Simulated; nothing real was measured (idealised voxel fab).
The process module that follows is named voxel self aligned contacts.
Xsec cut, 235 nm wide, square cell size 5 nm.
We lay out every cross-section as a grid of square cells and spell it out in bands from the top down, where one band means one or more rows of cells. Basically the band line says how high the top is and how high the bottom is, in nm, and then what's in it from left to right, every material with its width in nm. Empty space shows up as "empty", and if a single material carries "full width" it runs the full band edge to edge. The level at which height equals 0 is the one under which the wafer, as it arrives, is entirely one material. No lower edge exists for the bottom band, which continues downward and is notated as in "0 and below". The notation "30..40" denotes a width that varies across the rows of cells in the band, beginning at the first number in the top row, finishing at the second number in the bottom row, and changing by an identical amount from each row to the next. The designation "all unchanged", where it is given for a processing step, indicates that no cell of the cross-section was altered in the course of that step. "Fully enclosed voids": sealed empty spaces, 8 cells or more, no open way to top, listed width x height at distance, with distance from the left edge and width, height and distance in nm. Formally, on a step line, whatever follows the settings is a remark that the simulator itself makes on the step. "overlay nm", when on a step's line for a step with a mask, measures how far to the right of its planned place the mask lay; a negative measure means to the left.

The following list gives the planned process steps
1 RECEIVE: material Si
2 CONFORMAL_DEP: material SiO2, thk nm 5
3 DIRECTIONAL_DEP: material polySi, thk nm 25
4 DIRECTIONAL_DEP: material SiN, thk nm 20
5 PATTERN: tone cover, mask id GATE, material resist, width nm 25, pitch nm 55, thk nm 15, overlay nm 0
6 DIRECTIONAL_ETCH: etch materials SiN, depth nm 20
7 DIRECTIONAL_ETCH: etch materials polySi, depth nm 25
8 STRIP: etch materials resist
9 CONFORMAL_DEP: material SiN, thk nm 5
10 DIRECTIONAL_ETCH: etch materials SiN, depth nm 5
11 FILL_DEP: material SiO2, thk nm 15
12 CMP: height nm 55
13 PATTERN: tone open, mask id CONTACT, material resist, width nm 40, pitch nm 55, thk nm 20, overlay nm 0
14 DIRECTIONAL_ETCH: etch materials SiO2, depth nm 55
15 STRIP: etch materials resist
16 CONFORMAL_DEP: material TiN, thk nm 5
17 FILL_DEP: material W, thk nm 10
18 CMP: height nm 55
19 CONFORMAL_DEP: material SiN, thk nm 5

Cross-section of the incoming wafer, state after step 1
* 0 and below: Si full width
* Fully enclosed voids: none

Module complete - cross-section of the first of two wafers, run according to plan
* 60 down to 55: SiN full width
* 55 down to 50: 70 nm SiO2, then 15 nm TiN, then 10 nm W, then 15 nm TiN, then 15 nm SiO2, then 15 nm TiN, then 10 nm W, then 15 nm TiN, then 70 nm SiO2
* 50 down to 30: 45 nm SiO2, then 35 nm SiN, then 5 nm TiN, then 10 nm W, then 5 nm TiN, then 35 nm SiN, then 5 nm TiN, then 10 nm W, then 5 nm TiN, then 35 nm SiN, then 45 nm SiO2
* 30 down to 5: 45 nm SiO2, then 5 nm SiN, then 25 nm polySi, then 5 nm SiN, then 5 nm TiN, then 10 nm W, then 5 nm TiN, then 5 nm SiN, then 25 nm polySi, then 5 nm SiN, then 5 nm TiN, then 10 nm W, then 5 nm TiN, then 5 nm SiN, then 25 nm polySi, then 5 nm SiN, then 45 nm SiO2
* 5 down to 0: 80 nm SiO2, then 20 nm TiN, then 35 nm SiO2, then 20 nm TiN, then 80 nm SiO2
* 0 and below: Si full width
* Fully enclosed voids: none

Cross-sectional view: second of two wafers, end of module; start and plan identical to the first, one mistake in running
* 60 down to 55: SiN full width
* 55 down to 30: 35 nm SiO2, then 165 nm SiN, then 35 nm SiO2
* 30 down to 15: 35 nm SiO2, then 15 nm SiN, then 25 nm polySi, then 30 nm SiN, then 25 nm polySi, then 30 nm SiN, then 25 nm polySi, then 15 nm SiN, then 35 nm SiO2
* 15 down to 5: 50 nm SiN, then 25 nm polySi, then 30 nm SiN, then 25 nm polySi, then 30 nm SiN, then 25 nm polySi, then 50 nm SiN
* 5 down to 0: SiO2 full width
* 0 and below: Si full width
* Fully enclosed voids: none
Diagnosis: step 9 was not run as planned; what actually ran was CONFORMAL_DEP: material SiN, thk nm 15
Wrapping up, a cell-based count of both wafers puts the second over or under the first for these materials: SiN +169, SiO2 -73, TiN -56, W -40
